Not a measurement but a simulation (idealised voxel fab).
process module | voxel transistor to metal
cross-section cut | 150 nm wide | cells 5 nm
A cross-section is a grid of square cells, given in bands from the top down. A band is one or more rows of cells.
Each band's line starts with the height of the band's top and of its bottom, in nm. Then come its materials from left to right, each with its width in nm. One material with "throughout" fills the band from edge to edge. "air" is empty space.
Height 0 is the level under which the wafer as received is all one material. The lowest band goes on downwards, as in "0 down".
A width such as "30 to 40" changes by the same amount from each row of cells to the next, from the band's top row to its bottom row.
"no change" after a step means that no cell of the cross-section changed.
closed voids: empty space of 8 cells or more with no open way to the top, each as width x height at its distance from the left edge, in nm
after a step's settings: what the simulator itself notes on the step
overlay nm, on a step with a mask: how far to the right of its planned place the mask lay; to the left if negative
Each pair below shows a cross-section before one step and the cross-section after it, down to the lowest band that changed. The line under each pair gives the step between them, with its settings. The pairs can come from different runs of this module on the same starting wafer, so a pair continues from the pair above only where its "before" says so.
before
  0 down: Si throughout
  closed voids: none
after
  0 to -5: SiO2 throughout
  below -5: unchanged
  closed voids: none
the step between: op OXIDIZE | depth nm 5
before: the cross-section after the pair above
after
  10 to 0: SiN throughout
  below 0: unchanged
  closed voids: none
the step between: op CONFORMAL_DEP | material SiN | thk nm 10
before: the cross-section after the pair above
after
  10 to 0: air 15 | SiN 115 | air 20
  below 0: unchanged
  closed voids: none
the step between: op MASKED_ETCH | tone cover | mask id ACTIVE | width nm 115 | etch materials SiN | depth nm 10 | overlay nm 0
before: the cross-section after the pair above
after
  10 to 0: air 15 | SiN 115 | air 20
  0 to -5: air 15 | SiO2 115 | air 20
  below -5: unchanged
  closed voids: none
the step between: op MASKED_ETCH | tone cover | mask id ACTIVE | width nm 115 | etch materials SiO2 | depth nm 5 | overlay nm 0
before: the cross-section after the pair above
after
  10 to 0: air 15 | SiN 115 | air 20
  0 to -5: air 15 | SiO2 115 | air 20
  -5 to -25: air 15 | Si 115 | air 20
  below -25: unchanged
  closed voids: none
the step between: op MASKED_ETCH | tone cover | mask id ACTIVE | width nm 115 | etch materials Si | depth nm 20 | overlay nm 0
before: the cross-section after the pair above
after
  25 to 10: SiO2 throughout
  10 to 0: SiO2 15 | SiN 115 | SiO2 20
  0 to -5: SiO2 throughout
  -5 to -25: SiO2 15 | Si 115 | SiO2 20
  below -25: unchanged
  closed voids: none
the step between: op FILL_DEP | material SiO2 | thk nm 15
before: the cross-section after the pair above
after
  10 to 0: SiO2 15 | SiN 115 | SiO2 20
  below 0: unchanged
  closed voids: none
the step between: op CMP | height nm 10
before: the cross-section after the pair above
after
  10 to 5: air 15 | SiN 115 | air 20
  below 5: unchanged
  closed voids: none
the step between: op SELECTIVE_ETCH | etch materials SiO2 | depth nm 5
before: the cross-section after the pair above
after
  5 to 0: SiO2 15 | air 115 | SiO2 20
  below 0: unchanged
  closed voids: none
the step between: op STRIP | etch materials SiN
before: the cross-section after the pair above
after
  0 to -5: SiO2 10 | air 125 | SiO2 15
  below -5: unchanged
  closed voids: none
the step between: op SELECTIVE_ETCH | etch materials SiO2 | depth nm 5
before: the cross-section after the pair above
after
  0 to -5: SiO2 10 | air 125 | SiO2 15
  -5 to -10: SiO2 throughout
  below -10: unchanged
  closed voids: none
the step between: op OXIDIZE | depth nm 5
before: the cross-section after the pair above
after
  30 to 25: polySi 10 | air 125 | polySi 15
  25 to 0: polySi throughout
  0 to -5: SiO2 10 | polySi 125 | SiO2 15
  below -5: unchanged
  closed voids: none
the step between: op DIRECTIONAL_DEP | material polySi | thk nm 30
before: the cross-section after the pair above
after
  45 to 40: SiCN 10 | air 125 | SiCN 15
  40 to 30: SiCN throughout
  30 to 25: polySi 10 | SiCN 125 | polySi 15
  below 25: unchanged
  closed voids: none
the step between: op DIRECTIONAL_DEP | material SiCN | thk nm 15
before: the cross-section after the pair above
after
  40 to 30: air 55 | SiCN 35 | air 60
  30 to 25: polySi 10 | air 45 | SiCN 35 | air 45 | polySi 15
  below 25: unchanged
  closed voids: none
the step between: op MASKED_ETCH | tone cover | mask id GATE | width nm 35 | etch materials SiCN | depth nm 25 | overlay nm 0
before: the cross-section after the pair above
after
  40 to 25: air 55 | SiCN 35 | air 60
  25 to 0: air 55 | polySi 35 | air 60
  0 to -5: SiO2 10 | air 45 | polySi 35 | air 45 | SiO2 15
  below -5: unchanged
  closed voids: none
the step between: op MASKED_ETCH | tone cover | mask id GATE | width nm 35 | etch materials polySi | depth nm 40 | overlay nm 0
before: the cross-section after the pair above
after
  45 to 40: air 50 | SiN 45 | air 55
  40 to 25: air 50 | SiN 5 | SiCN 35 | SiN 5 | air 55
  25 to 5: air 50 | SiN 5 | polySi 35 | SiN 5 | air 55
  5 to 0: SiN 15 | air 35 | SiN 5 | polySi 35 | SiN 5 | air 35 | SiN 20
  0 to -5: SiO2 10 | SiN 45 | polySi 35 | SiN 45 | SiO2 15
  below -5: unchanged
  closed voids: none
the step between: op CONFORMAL_DEP | material SiN | thk nm 5
before: the cross-section after the pair above
after
  40 to 25: air 50 | SiN 5 | SiCN 35 | SiN 5 | air 55
  25 to 0: air 50 | SiN 5 | polySi 35 | SiN 5 | air 55
  0 to -5: SiO2 10 | SiN 5 | air 35 | SiN 5 | polySi 35 | SiN 5 | air 35 | SiN 5 | SiO2 15
  below -5: unchanged
  closed voids: none
the step between: op DIRECTIONAL_ETCH | etch materials SiN | depth nm 5
before: the cross-section after the pair above
after
  40 to 25: air 50 | SiN 5 | SiCN 35 | SiN 5 | air 55
  25 to 0: air 50 | SiN 5 | polySi 35 | SiN 5 | air 55
  0 to -5: air 10 | SiN 5 | air 35 | SiN 5 | polySi 35 | SiN 5 | air 35 | SiN 5 | air 15
  -5 to -10: SiO2 15 | air 35 | SiO2 45 | air 35 | SiO2 20
  below -10: unchanged
  closed voids: none
the step between: op DIRECTIONAL_ETCH | etch materials SiO2 | depth nm 5
before: the cross-section after the pair above
after
  40 to 25: air 50 | SiN 5 | SiCN 35 | SiN 5 | air 55
  25 to 0: air 50 | SiN 5 | polySi 35 | SiN 5 | air 55
  0 to -5: air 10 | SiN 5 | air 35 | SiN 5 | polySi 35 | SiN 5 | air 35 | SiN 5 | air 15
  -5 to -10: SiO2 15 | air 35 | SiO2 45 | air 35 | SiO2 20
  -10 to -15: SiO2 15 | air 35 | Si 45 | air 35 | SiO2 20
  below -15: unchanged
  closed voids: none
the step between: op DIRECTIONAL_ETCH | etch materials Si | depth nm 5
before: the cross-section after the pair above
after
  40 to 25: air 50 | SiN 5 | SiCN 35 | SiN 5 | air 55
  25 to 0: air 50 | SiN 5 | polySi 35 | SiN 5 | air 55
  0 to -5: air 10 | SiN 5 | air 35 | SiN 5 | polySi 35 | SiN 5 | air 35 | SiN 5 | air 15
  -5 to -10: SiO2 15 | air 30 | nSi 5 | SiO2 45 | nSi 5 | air 30 | SiO2 20
  -10 to -15: SiO2 15 | nSi 35 | Si 45 | nSi 35 | SiO2 20
  below -15: unchanged
  closed voids: none
the step between: op EPI | material nSi | thk nm 5
before: the cross-section after the pair above
after
  50 to 40: SiO2 throughout
  40 to 25: SiO2 50 | SiN 5 | SiCN 35 | SiN 5 | SiO2 55
  25 to 0: SiO2 50 | SiN 5 | polySi 35 | SiN 5 | SiO2 55
  0 to -5: SiO2 10 | SiN 5 | SiO2 35 | SiN 5 | polySi 35 | SiN 5 | SiO2 35 | SiN 5 | SiO2 15
  -5 to -10: SiO2 45 | nSi 5 | SiO2 45 | nSi 5 | SiO2 50
  below -10: unchanged
  closed voids: none
the step between: op FILL_DEP | material SiO2 | thk nm 10
before: the cross-section after the pair above
after
  25 to 0: SiO2 50 | SiN 5 | polySi 35 | SiN 5 | SiO2 55
  below 0: unchanged
  closed voids: none
the step between: op CMP | height nm 25
before: the cross-section after the pair above
after
  25 to 0: SiO2 50 | SiN 5 | air 35 | SiN 5 | SiO2 55
  0 to -5: SiO2 10 | SiN 5 | SiO2 35 | SiN 5 | air 35 | SiN 5 | SiO2 35 | SiN 5 | SiO2 15
  below -5: unchanged
  closed voids: none
the step between: op STRIP | etch materials polySi
before: the cross-section after the pair above
after
  25 to 20: air 50 | SiN 5 | air 35 | SiN 5 | air 55
  20 to 0: SiO2 50 | SiN 5 | air 35 | SiN 5 | SiO2 55
  0 to -5: SiO2 10 | SiN 5 | SiO2 35 | SiN 5 | air 35 | SiN 5 | SiO2 35 | SiN 5 | SiO2 15
  -5 to -10: SiO2 45 | nSi 5 | air 45 | nSi 5 | SiO2 50
  below -10: unchanged
  closed voids: none
the step between: op SELECTIVE_ETCH | etch materials SiO2 | depth nm 5
before: the cross-section after the pair above
after
  30 to 25: air 45 | HfO2 15 | air 25 | HfO2 15 | air 50
  25 to 20: HfO2 50 | SiN 5 | HfO2 5 | air 25 | HfO2 5 | SiN 5 | HfO2 55
  20 to 0: SiO2 50 | SiN 5 | HfO2 5 | air 25 | HfO2 5 | SiN 5 | SiO2 55
  0 to -5: SiO2 10 | SiN 5 | SiO2 35 | SiN 5 | HfO2 5 | air 25 | HfO2 5 | SiN 5 | SiO2 35 | SiN 5 | SiO2 15
  -5 to -10: SiO2 45 | nSi 5 | HfO2 45 | nSi 5 | SiO2 50
  below -10: unchanged
  closed voids: none
the step between: op CONFORMAL_DEP | material HfO2 | thk nm 5
before: the cross-section after the pair above
after
  35 to 30: air 40 | TiN 25 | air 15 | TiN 25 | air 45
  30 to 25: TiN 45 | HfO2 15 | TiN 5 | air 15 | TiN 5 | HfO2 15 | TiN 50
  25 to 20: HfO2 50 | SiN 5 | HfO2 5 | TiN 5 | air 15 | TiN 5 | HfO2 5 | SiN 5 | HfO2 55
  20 to 0: SiO2 50 | SiN 5 | HfO2 5 | TiN 5 | air 15 | TiN 5 | HfO2 5 | SiN 5 | SiO2 55
  0 to -5: SiO2 10 | SiN 5 | SiO2 35 | SiN 5 | HfO2 5 | TiN 25 | HfO2 5 | SiN 5 | SiO2 35 | SiN 5 | SiO2 15
  below -5: unchanged
  closed voids: none
the step between: op CONFORMAL_DEP | material TiN | thk nm 5
before: the cross-section after the pair above
after
  40 to 35: W throughout
  35 to 30: W 40 | TiN 25 | W 15 | TiN 25 | W 45
  30 to 25: TiN 45 | HfO2 15 | TiN 5 | W 15 | TiN 5 | HfO2 15 | TiN 50
  25 to 20: HfO2 50 | SiN 5 | HfO2 5 | TiN 5 | W 15 | TiN 5 | HfO2 5 | SiN 5 | HfO2 55
  20 to 0: SiO2 50 | SiN 5 | HfO2 5 | TiN 5 | W 15 | TiN 5 | HfO2 5 | SiN 5 | SiO2 55
  below 0: unchanged
  closed voids: none
the step between: op FILL_DEP | material W | thk nm 5
before: the cross-section after the pair above
after
  20 to 0: SiO2 50 | SiN 5 | HfO2 5 | TiN 5 | W 15 | TiN 5 | HfO2 5 | SiN 5 | SiO2 55
  below 0: unchanged
  closed voids: none
the step between: op CMP | height nm 20
before: the cross-section after the pair above
after
  35 to 20: SiO2 throughout
  below 20: unchanged
  closed voids: none
the step between: op DIRECTIONAL_DEP | material SiO2 | thk nm 15
before: the cross-section after the pair above
after
  50 to 35: aC throughout
  below 35: unchanged
  closed voids: none
the step between: op DIRECTIONAL_DEP | material aC | thk nm 15
before: the cross-section after the pair above
after
  80 to 50: resist 25 | air 15 | resist 65 | air 15 | resist 30
  below 50: unchanged
  closed voids: none
the step between: op PATTERN | tone open | mask id CONTACT | material resist | width nm 15 | pitch nm 80 | thk nm 30 | overlay nm 0
before: the cross-section after the pair above
after
  65 to 50: resist 25 | air 15 | resist 65 | air 15 | resist 30
  50 to 35: aC 25 | air 15 | aC 65 | air 15 | aC 30
  below 35: unchanged
  closed voids: none
the step between: op DIRECTIONAL_ETCH | etch materials aC | depth nm 15
before: the cross-section after the pair above
after
  50 to 35: aC 25 | air 15 | aC 65 | air 15 | aC 30
  below 35: unchanged
  closed voids: none
the step between: op STRIP | etch materials resist
before: the cross-section after the pair above
after
  50 to 35: aC 25 | air 15 | aC 65 | air 15 | aC 30
  35 to 20: SiO2 25 | air 15 | SiO2 65 | air 15 | SiO2 30
  20 to 0: SiO2 25 | air 15 | SiO2 10 | SiN 5 | HfO2 5 | TiN 5 | W 15 | TiN 5 | HfO2 5 | SiN 5 | SiO2 10 | air 15 | SiO2 30
  0 to -5: SiO2 10 | SiN 5 | SiO2 10 | air 15 | SiO2 10 | SiN 5 | HfO2 5 | TiN 25 | HfO2 5 | SiN 5 | SiO2 10 | air 15 | SiO2 10 | SiN 5 | SiO2 15
  -5 to -10: SiO2 25 | air 15 | SiO2 5 | nSi 5 | HfO2 45 | nSi 5 | SiO2 5 | air 15 | SiO2 30
  below -10: unchanged
  closed voids: none
the step between: op DIRECTIONAL_ETCH | etch materials SiO2 | depth nm 45
before: the cross-section after the pair above
after
  35 to 20: SiO2 25 | air 15 | SiO2 65 | air 15 | SiO2 30
  below 20: unchanged
  closed voids: none
the step between: op STRIP | etch materials aC
before: the cross-section after the pair above
after
  40 to 35: TiN 30 | air 5 | TiN 75 | air 5 | TiN 35
  35 to 20: SiO2 25 | TiN 5 | air 5 | TiN 5 | SiO2 65 | TiN 5 | air 5 | TiN 5 | SiO2 30
  20 to 0: SiO2 25 | TiN 5 | air 5 | TiN 5 | SiO2 10 | SiN 5 | HfO2 5 | TiN 5 | W 15 | TiN 5 | HfO2 5 | SiN 5 | SiO2 10 | TiN 5 | air 5 | TiN 5 | SiO2 30
  0 to -5: SiO2 10 | SiN 5 | SiO2 10 | TiN 5 | air 5 | TiN 5 | SiO2 10 | SiN 5 | HfO2 5 | TiN 25 | HfO2 5 | SiN 5 | SiO2 10 | TiN 5 | air 5 | TiN 5 | SiO2 10 | SiN 5 | SiO2 15
  -5 to -10: SiO2 25 | TiN 15 | SiO2 5 | nSi 5 | HfO2 45 | nSi 5 | SiO2 5 | TiN 15 | SiO2 30
  below -10: unchanged
  closed voids: none
the step between: op CONFORMAL_DEP | material TiN | thk nm 5
before: the cross-section after the pair above
after
  50 to 40: W throughout
  40 to 35: TiN 30 | W 5 | TiN 75 | W 5 | TiN 35
  35 to 20: SiO2 25 | TiN 5 | W 5 | TiN 5 | SiO2 65 | TiN 5 | W 5 | TiN 5 | SiO2 30
  20 to 0: SiO2 25 | TiN 5 | W 5 | TiN 5 | SiO2 10 | SiN 5 | HfO2 5 | TiN 5 | W 15 | TiN 5 | HfO2 5 | SiN 5 | SiO2 10 | TiN 5 | W 5 | TiN 5 | SiO2 30
  0 to -5: SiO2 10 | SiN 5 | SiO2 10 | TiN 5 | W 5 | TiN 5 | SiO2 10 | SiN 5 | HfO2 5 | TiN 25 | HfO2 5 | SiN 5 | SiO2 10 | TiN 5 | W 5 | TiN 5 | SiO2 10 | SiN 5 | SiO2 15
  below -5: unchanged
  closed voids: none
the step between: op FILL_DEP | material W | thk nm 10
before: the cross-section after the pair above
after
  35 to 20: SiO2 25 | TiN 5 | W 5 | TiN 5 | SiO2 65 | TiN 5 | W 5 | TiN 5 | SiO2 30
  below 20: unchanged
  closed voids: none
the step between: op CMP | height nm 35
before: the cross-section after the pair above
after
  40 to 35: TiN throughout
  below 35: unchanged
  closed voids: none
the step between: op DIRECTIONAL_DEP | material TiN | thk nm 5
before: the cross-section after the pair above
after
  65 to 40: Ru throughout
  below 40: unchanged
  closed voids: none
the step between: op DIRECTIONAL_DEP | material Ru | thk nm 25
before: the cross-section after the pair above
after
  80 to 65: air 25 | resist 15 | air 65 | resist 15 | air 30
  below 65: unchanged
  closed voids: none
the step between: op PATTERN | tone cover | mask id METAL_1 | material resist | width nm 15 | pitch nm 80 | thk nm 15 | overlay nm 0
before: the cross-section after the pair above
after
  80 to 65: air 25 | resist 15 | air 65 | resist 15 | air 30
  65 to 40: air 25 | Ru 15 | air 65 | Ru 15 | air 30
  below 40: unchanged
  closed voids: none
the step between: op DIRECTIONAL_ETCH | etch materials Ru | depth nm 25
before: the cross-section after the pair above
after
  80 to 65: air 25 | resist 15 | air 65 | resist 15 | air 30
  65 to 40: air 25 | Ru 15 | air 65 | Ru 15 | air 30
  40 to 35: air 25 | TiN 15 | air 65 | TiN 15 | air 30
  below 35: unchanged
  closed voids: none
the step between: op DIRECTIONAL_ETCH | etch materials TiN | depth nm 5
before: the cross-section after the pair above
after
  65 to 40: air 25 | Ru 15 | air 65 | Ru 15 | air 30
  below 40: unchanged
  closed voids: none
the step between: op STRIP | etch materials resist
before: the cross-section after the pair above
after
  75 to 65: lowk throughout
  65 to 40: lowk 25 | Ru 15 | lowk 65 | Ru 15 | lowk 30
  40 to 35: lowk 25 | TiN 15 | lowk 65 | TiN 15 | lowk 30
  below 35: unchanged
  closed voids: none
the step between: op FILL_DEP | material lowk | thk nm 10
before: the cross-section after the pair above
after
  65 to 40: lowk 25 | Ru 15 | lowk 65 | Ru 15 | lowk 30
  below 40: unchanged
  closed voids: none
the step between: op CMP | height nm 65
before: the cross-section after the pair above
after
  70 to 65: SiN throughout
  below 65: unchanged
  closed voids: none
the step between: op CONFORMAL_DEP | material SiN | thk nm 5
before
  25 to 20: air 50 | SiN 5 | air 35 | SiN 5 | air 55
  20 to 0: SiO2 50 | SiN 5 | air 35 | SiN 5 | SiO2 55
  0 to -5: SiO2 10 | SiN 5 | SiO2 35 | SiN 5 | air 35 | SiN 5 | SiO2 35 | SiN 5 | SiO2 15
  -5 to -10: SiO2 45 | nSi 5 | air 45 | nSi 5 | SiO2 50
  -10 to -15: SiO2 15 | nSi 35 | Si 45 | nSi 35 | SiO2 20
  -15 to -25: SiO2 15 | Si 115 | SiO2 20
  -25 down: Si throughout
  closed voids: none
after
  30 to 25: air 45 | TiN 15 | air 25 | TiN 15 | air 50
  25 to 20: TiN 50 | SiN 5 | TiN 5 | air 25 | TiN 5 | SiN 5 | TiN 55
  20 to 0: SiO2 50 | SiN 5 | TiN 5 | air 25 | TiN 5 | SiN 5 | SiO2 55
  0 to -5: SiO2 10 | SiN 5 | SiO2 35 | SiN 5 | TiN 5 | air 25 | TiN 5 | SiN 5 | SiO2 35 | SiN 5 | SiO2 15
  -5 to -10: SiO2 45 | nSi 5 | TiN 45 | nSi 5 | SiO2 50
  below -10: unchanged
  closed voids: none
the step between: op CONFORMAL_DEP | material TiN | thk nm 5
before: the cross-section after the pair above
after
  35 to 30: W throughout
  30 to 25: W 45 | TiN 15 | W 25 | TiN 15 | W 50
  25 to 20: TiN 50 | SiN 5 | TiN 5 | W 25 | TiN 5 | SiN 5 | TiN 55
  20 to 0: SiO2 50 | SiN 5 | TiN 5 | W 25 | TiN 5 | SiN 5 | SiO2 55
  0 to -5: SiO2 10 | SiN 5 | SiO2 35 | SiN 5 | TiN 5 | W 25 | TiN 5 | SiN 5 | SiO2 35 | SiN 5 | SiO2 15
  below -5: unchanged
  closed voids: none
the step between: op FILL_DEP | material W | thk nm 5
before: the cross-section after the pair above
after
  20 to 0: SiO2 50 | SiN 5 | TiN 5 | W 25 | TiN 5 | SiN 5 | SiO2 55
  below 0: unchanged
  closed voids: none
the step between: op CMP | height nm 20
before: the cross-section after the pair above
after
  35 to 20: SiO2 throughout
  below 20: unchanged
  closed voids: none
the step between: op DIRECTIONAL_DEP | material SiO2 | thk nm 15
before: the cross-section after the pair above
after
  50 to 35: aC throughout
  below 35: unchanged
  closed voids: none
the step between: op DIRECTIONAL_DEP | material aC | thk nm 15
before: the cross-section after the pair above
after
  80 to 50: resist 25 | air 15 | resist 65 | air 15 | resist 30
  below 50: unchanged
  closed voids: none
the step between: op PATTERN | tone open | mask id CONTACT | material resist | width nm 15 | pitch nm 80 | thk nm 30 | overlay nm 0
before: the cross-section after the pair above
after
  65 to 50: resist 25 | air 15 | resist 65 | air 15 | resist 30
  50 to 35: aC 25 | air 15 | aC 65 | air 15 | aC 30
  below 35: unchanged
  closed voids: none
the step between: op DIRECTIONAL_ETCH | etch materials aC | depth nm 15
before: the cross-section after the pair above
after
  50 to 35: aC 25 | air 15 | aC 65 | air 15 | aC 30
  below 35: unchanged
  closed voids: none
the step between: op STRIP | etch materials resist
before: the cross-section after the pair above
after
  50 to 35: aC 25 | air 15 | aC 65 | air 15 | aC 30
  35 to 20: SiO2 25 | air 15 | SiO2 65 | air 15 | SiO2 30
  20 to 0: SiO2 25 | air 15 | SiO2 10 | SiN 5 | TiN 5 | W 25 | TiN 5 | SiN 5 | SiO2 10 | air 15 | SiO2 30
  0 to -5: SiO2 10 | SiN 5 | SiO2 10 | air 15 | SiO2 10 | SiN 5 | TiN 5 | W 25 | TiN 5 | SiN 5 | SiO2 10 | air 15 | SiO2 10 | SiN 5 | SiO2 15
  -5 to -10: SiO2 25 | air 15 | SiO2 5 | nSi 5 | TiN 45 | nSi 5 | SiO2 5 | air 15 | SiO2 30
  below -10: unchanged
  closed voids: none
the step between: op DIRECTIONAL_ETCH | etch materials SiO2 | depth nm 45
before: the cross-section after the pair above
after
  35 to 20: SiO2 25 | air 15 | SiO2 65 | air 15 | SiO2 30
  below 20: unchanged
  closed voids: none
the step between: op STRIP | etch materials aC
before: the cross-section after the pair above
after
  40 to 35: TiN 30 | air 5 | TiN 75 | air 5 | TiN 35
  35 to 20: SiO2 25 | TiN 5 | air 5 | TiN 5 | SiO2 65 | TiN 5 | air 5 | TiN 5 | SiO2 30
  20 to 0: SiO2 25 | TiN 5 | air 5 | TiN 5 | SiO2 10 | SiN 5 | TiN 5 | W 25 | TiN 5 | SiN 5 | SiO2 10 | TiN 5 | air 5 | TiN 5 | SiO2 30
  0 to -5: SiO2 10 | SiN 5 | SiO2 10 | TiN 5 | air 5 | TiN 5 | SiO2 10 | SiN 5 | TiN 5 | W 25 | TiN 5 | SiN 5 | SiO2 10 | TiN 5 | air 5 | TiN 5 | SiO2 10 | SiN 5 | SiO2 15
  -5 to -10: SiO2 25 | TiN 15 | SiO2 5 | nSi 5 | TiN 45 | nSi 5 | SiO2 5 | TiN 15 | SiO2 30
  below -10: unchanged
  closed voids: none
the step between: op CONFORMAL_DEP | material TiN | thk nm 5
before: the cross-section after the pair above
after
  50 to 40: W throughout
  40 to 35: TiN 30 | W 5 | TiN 75 | W 5 | TiN 35
  35 to 20: SiO2 25 | TiN 5 | W 5 | TiN 5 | SiO2 65 | TiN 5 | W 5 | TiN 5 | SiO2 30
  20 to 0: SiO2 25 | TiN 5 | W 5 | TiN 5 | SiO2 10 | SiN 5 | TiN 5 | W 25 | TiN 5 | SiN 5 | SiO2 10 | TiN 5 | W 5 | TiN 5 | SiO2 30
  0 to -5: SiO2 10 | SiN 5 | SiO2 10 | TiN 5 | W 5 | TiN 5 | SiO2 10 | SiN 5 | TiN 5 | W 25 | TiN 5 | SiN 5 | SiO2 10 | TiN 5 | W 5 | TiN 5 | SiO2 10 | SiN 5 | SiO2 15
  below -5: unchanged
  closed voids: none
the step between: op FILL_DEP | material W | thk nm 10
before: the cross-section after the pair above
after
  35 to 20: SiO2 25 | TiN 5 | W 5 | TiN 5 | SiO2 65 | TiN 5 | W 5 | TiN 5 | SiO2 30
  below 20: unchanged
  closed voids: none
the step between: op CMP | height nm 35
before: the cross-section after the pair above
after
  40 to 35: TiN throughout
  below 35: unchanged
  closed voids: none
the step between: op DIRECTIONAL_DEP | material TiN | thk nm 5
before: the cross-section after the pair above
after
  65 to 40: Ru throughout
  below 40: unchanged
  closed voids: none
the step between: op DIRECTIONAL_DEP | material Ru | thk nm 25
before: the cross-section after the pair above
after
  80 to 65: air 25 | resist 15 | air 65 | resist 15 | air 30
  below 65: unchanged
  closed voids: none
the step between: op PATTERN | tone cover | mask id METAL_1 | material resist | width nm 15 | pitch nm 80 | thk nm 15 | overlay nm 0
before: the cross-section after the pair above
after
  80 to 65: air 25 | resist 15 | air 65 | resist 15 | air 30
  65 to 40: air 25 | Ru 15 | air 65 | Ru 15 | air 30
  below 40: unchanged
  closed voids: none
the step between: op DIRECTIONAL_ETCH | etch materials Ru | depth nm 25
before: the cross-section after the pair above
after
  80 to 65: air 25 | resist 15 | air 65 | resist 15 | air 30
  65 to 40: air 25 | Ru 15 | air 65 | Ru 15 | air 30
  40 to 35: air 25 | TiN 15 | air 65 | TiN 15 | air 30
  below 35: unchanged
  closed voids: none
the step between: op DIRECTIONAL_ETCH | etch materials TiN | depth nm 5
before: the cross-section after the pair above
after
  65 to 40: air 25 | Ru 15 | air 65 | Ru 15 | air 30
  below 40: unchanged
  closed voids: none
the step between: op STRIP | etch materials resist
before: the cross-section after the pair above
after
  75 to 65: lowk throughout
  65 to 40: lowk 25 | Ru 15 | lowk 65 | Ru 15 | lowk 30
  40 to 35: lowk 25 | TiN 15 | lowk 65 | TiN 15 | lowk 30
  below 35: unchanged
  closed voids: none
the step between: op FILL_DEP | material lowk | thk nm 10
before: the cross-section after the pair above
after
  65 to 40: lowk 25 | Ru 15 | lowk 65 | Ru 15 | lowk 30
  below 40: unchanged
  closed voids: none
the step between: op CMP | height nm 65
before: the cross-section after the pair above
after
  70 to 65: SiN throughout
  below 65: unchanged
  closed voids: none
the step between: op CONFORMAL_DEP | material SiN | thk nm 5
before
  35 to 20: SiO2 throughout
  20 to 0: SiO2 50 | SiN 5 | HfO2 5 | TiN 5 | W 15 | TiN 5 | HfO2 5 | SiN 5 | SiO2 55
  0 to -5: SiO2 10 | SiN 5 | SiO2 35 | SiN 5 | HfO2 5 | TiN 25 | HfO2 5 | SiN 5 | SiO2 35 | SiN 5 | SiO2 15
  -5 to -10: SiO2 45 | nSi 5 | HfO2 45 | nSi 5 | SiO2 50
  -10 to -15: SiO2 15 | nSi 35 | Si 45 | nSi 35 | SiO2 20
  -15 to -25: SiO2 15 | Si 115 | SiO2 20
  -25 down: Si throughout
  closed voids: none
after
  50 to 20: SiO2 throughout
  below 20: unchanged
  closed voids: none
the step between: op DIRECTIONAL_DEP | material SiO2 | thk nm 15
before: the cross-section after the pair above
after
  65 to 50: aC throughout
  below 50: unchanged
  closed voids: none
the step between: op DIRECTIONAL_DEP | material aC | thk nm 15
before: the cross-section after the pair above
after
  95 to 65: resist 25 | air 15 | resist 65 | air 15 | resist 30
  below 65: unchanged
  closed voids: none
the step between: op PATTERN | tone open | mask id CONTACT | material resist | width nm 15 | pitch nm 80 | thk nm 30 | overlay nm 0
before: the cross-section after the pair above
after
  80 to 65: resist 25 | air 15 | resist 65 | air 15 | resist 30
  65 to 50: aC 25 | air 15 | aC 65 | air 15 | aC 30
  below 50: unchanged
  closed voids: none
the step between: op DIRECTIONAL_ETCH | etch materials aC | depth nm 15
before: the cross-section after the pair above
after
  65 to 50: aC 25 | air 15 | aC 65 | air 15 | aC 30
  below 50: unchanged
  closed voids: none
the step between: op STRIP | etch materials resist
before: the cross-section after the pair above
after
  65 to 50: aC 25 | air 15 | aC 65 | air 15 | aC 30
  50 to 20: SiO2 25 | air 15 | SiO2 65 | air 15 | SiO2 30
  20 to 5: SiO2 25 | air 15 | SiO2 10 | SiN 5 | HfO2 5 | TiN 5 | W 15 | TiN 5 | HfO2 5 | SiN 5 | SiO2 10 | air 15 | SiO2 30
  below 5: unchanged
  closed voids: none
the step between: op DIRECTIONAL_ETCH | etch materials SiO2 | depth nm 45
before: the cross-section after the pair above
after
  50 to 20: SiO2 25 | air 15 | SiO2 65 | air 15 | SiO2 30
  below 20: unchanged
  closed voids: none
the step between: op STRIP | etch materials aC
before: the cross-section after the pair above
after
  55 to 50: TiN 30 | air 5 | TiN 75 | air 5 | TiN 35
  50 to 20: SiO2 25 | TiN 5 | air 5 | TiN 5 | SiO2 65 | TiN 5 | air 5 | TiN 5 | SiO2 30
  20 to 10: SiO2 25 | TiN 5 | air 5 | TiN 5 | SiO2 10 | SiN 5 | HfO2 5 | TiN 5 | W 15 | TiN 5 | HfO2 5 | SiN 5 | SiO2 10 | TiN 5 | air 5 | TiN 5 | SiO2 30
  10 to 5: SiO2 25 | TiN 15 | SiO2 10 | SiN 5 | HfO2 5 | TiN 5 | W 15 | TiN 5 | HfO2 5 | SiN 5 | SiO2 10 | TiN 15 | SiO2 30
  below 5: unchanged
  closed voids: none
the step between: op CONFORMAL_DEP | material TiN | thk nm 5
before: the cross-section after the pair above
after
  65 to 55: W throughout
  55 to 50: TiN 30 | W 5 | TiN 75 | W 5 | TiN 35
  50 to 20: SiO2 25 | TiN 5 | W 5 | TiN 5 | SiO2 65 | TiN 5 | W 5 | TiN 5 | SiO2 30
  20 to 10: SiO2 25 | TiN 5 | W 5 | TiN 5 | SiO2 10 | SiN 5 | HfO2 5 | TiN 5 | W 15 | TiN 5 | HfO2 5 | SiN 5 | SiO2 10 | TiN 5 | W 5 | TiN 5 | SiO2 30
  below 10: unchanged
  closed voids: none
the step between: op FILL_DEP | material W | thk nm 10
before: the cross-section after the pair above
after
  35 to 20: SiO2 25 | TiN 5 | W 5 | TiN 5 | SiO2 65 | TiN 5 | W 5 | TiN 5 | SiO2 30
  below 20: unchanged
  closed voids: none
the step between: op CMP | height nm 35
before: the cross-section after the pair above
after
  40 to 35: TiN throughout
  below 35: unchanged
  closed voids: none
the step between: op DIRECTIONAL_DEP | material TiN | thk nm 5
before: the cross-section after the pair above
after
  65 to 40: Ru throughout
  below 40: unchanged
  closed voids: none
the step between: op DIRECTIONAL_DEP | material Ru | thk nm 25
before: the cross-section after the pair above
after
  80 to 65: air 25 | resist 15 | air 65 | resist 15 | air 30
  below 65: unchanged
  closed voids: none
the step between: op PATTERN | tone cover | mask id METAL_1 | material resist | width nm 15 | pitch nm 80 | thk nm 15 | overlay nm 0
before: the cross-section after the pair above
after
  80 to 65: air 25 | resist 15 | air 65 | resist 15 | air 30
  65 to 40: air 25 | Ru 15 | air 65 | Ru 15 | air 30
  below 40: unchanged
  closed voids: none
the step between: op DIRECTIONAL_ETCH | etch materials Ru | depth nm 25
before: the cross-section after the pair above
after
  80 to 65: air 25 | resist 15 | air 65 | resist 15 | air 30
  65 to 40: air 25 | Ru 15 | air 65 | Ru 15 | air 30
  40 to 35: air 25 | TiN 15 | air 65 | TiN 15 | air 30
  below 35: unchanged
  closed voids: none
the step between: op DIRECTIONAL_ETCH | etch materials TiN | depth nm 5
before: the cross-section after the pair above
after
  65 to 40: air 25 | Ru 15 | air 65 | Ru 15 | air 30
  below 40: unchanged
  closed voids: none
the step between: op STRIP | etch materials resist
